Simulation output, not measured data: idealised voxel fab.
Process module name: voxel self aligned vias
140 nm wide, 5 nm square cells: that's cross-section cut.
Cross-section, as written here: a square-cell grid given band by band from the top down, where a band holds one or more rows of cells. Within each band entry, the heights of the top and of the bottom of the band appear first, in that order and in nm; the materials of the band then follow from left to right, each with its corresponding width in nm. The designation "throughout" on a single material indicates that it fills the band from edge to edge; the designation "air" indicates empty space. Zero point of the height axis is 0; under it, received wafer = one material. Lowest band: continues down indefinitely, "0 and below". The notation "30 to 40" denotes a width that varies across the rows of cells in the band, beginning at the first number in the top row, finishing at the second number in the bottom row, and changing by an identical amount from each row to the next. "no alteration", as given for a step, is the statement that not any cell of the cross-section underwent a change during that step. "Voids, fully enclosed": empty spaces of 8 cells or more with no open way to the top, each given as width x height at distance, distance from the left edge, all in nm. Whatever follows a step's settings on its line is a remark the simulator itself makes about that step. overlay nm: for a step with a mask, the amount by which the mask lay right of where it was planned; a negative amount means left of it.

### This section lists the process steps that were planned
- 1: RECEIVE | material Si
- 2: CONFORMAL_DEP | material SiO2 | thk nm 10
- 3: CONFORMAL_DEP | material SiCN | thk nm 5
- 4: DIRECTIONAL_DEP | material lowk | thk nm 30
- 5: PATTERN | tone open | mask id LINES | material resist | width nm 20 | pitch nm 45 | thk nm 20 | overlay nm 0
- 6: DIRECTIONAL_ETCH | etch materials lowk | depth nm 30
- 7: STRIP | etch materials resist
- 8: CONFORMAL_DEP | material TiN | thk nm 5
- 9: FILL_DEP | material W | thk nm 10
- 10: CMP | height nm 45
- 11: SELECTIVE_ETCH | etch materials W Ru TiN | depth nm 10
- 12: FILL_DEP | material SiN | thk nm 5
- 13: CMP | height nm 45
- 14: DIRECTIONAL_DEP | material lowk | thk nm 20
- 15: DIRECTIONAL_DEP | material aC | thk nm 10
- 16: PATTERN | tone open | mask id VIAS | material resist | width nm 30 | pitch nm 45 | thk nm 25 | overlay nm 0
- 17: DIRECTIONAL_ETCH | etch materials aC | depth nm 10
- 18: STRIP | etch materials resist
- 19: DIRECTIONAL_ETCH | etch materials lowk | depth nm 20
- 20: DIRECTIONAL_ETCH | etch materials SiN | depth nm 10
- 21: STRIP | etch materials aC
- 22: CONFORMAL_DEP | material TiN | thk nm 5
- 23: FILL_DEP | material Cu | thk nm 10
- 24: CMP | height nm 65
- 25: CONFORMAL_DEP | material SiCN | thk nm 5

### Cross-section of the incoming wafer, state after step 1
- 0 and below | Si throughout
- Voids, fully enclosed: none

### Post-module cross-section: identical start and plan to those above, one misstep in execution
- 70 down to 65 | SiCN throughout
- 65 down to 50 | 35 nm lowk | 5 nm TiN | 20 nm Cu | 5 nm TiN | 15 nm lowk | 5 nm TiN | 20 nm Cu | 5 nm TiN | 30 nm lowk
- 50 down to 40 | 35 nm lowk | 5 nm TiN | 10 nm Cu | 15 to 5 nm TiN | 15 to 25 nm lowk | 5 nm TiN | 10 nm Cu | 15 to 5 nm TiN | 30 to 40 nm lowk
- 40 down to 35 | 35 nm lowk | 20 nm TiN | 25 nm lowk | 20 nm TiN | 40 nm lowk
- 35 down to 20 | 35 nm lowk | 5 nm TiN | 10 nm W | 5 nm TiN | 25 nm lowk | 5 nm TiN | 10 nm W | 5 nm TiN | 40 nm lowk
- 20 down to 15 | 35 nm lowk | 20 nm TiN | 25 nm lowk | 20 nm TiN | 40 nm lowk
- 15 down to 10 | SiCN throughout
- 10 down to 0 | SiO2 throughout
- 0 and below | Si throughout
- Voids, fully enclosed: none
Here's what went sideways: planned and actual differ for step 16; actual: PATTERN | tone open | mask id VIAS | material resist | width nm 30 | pitch nm 45 | thk nm 25 | overlay nm 5
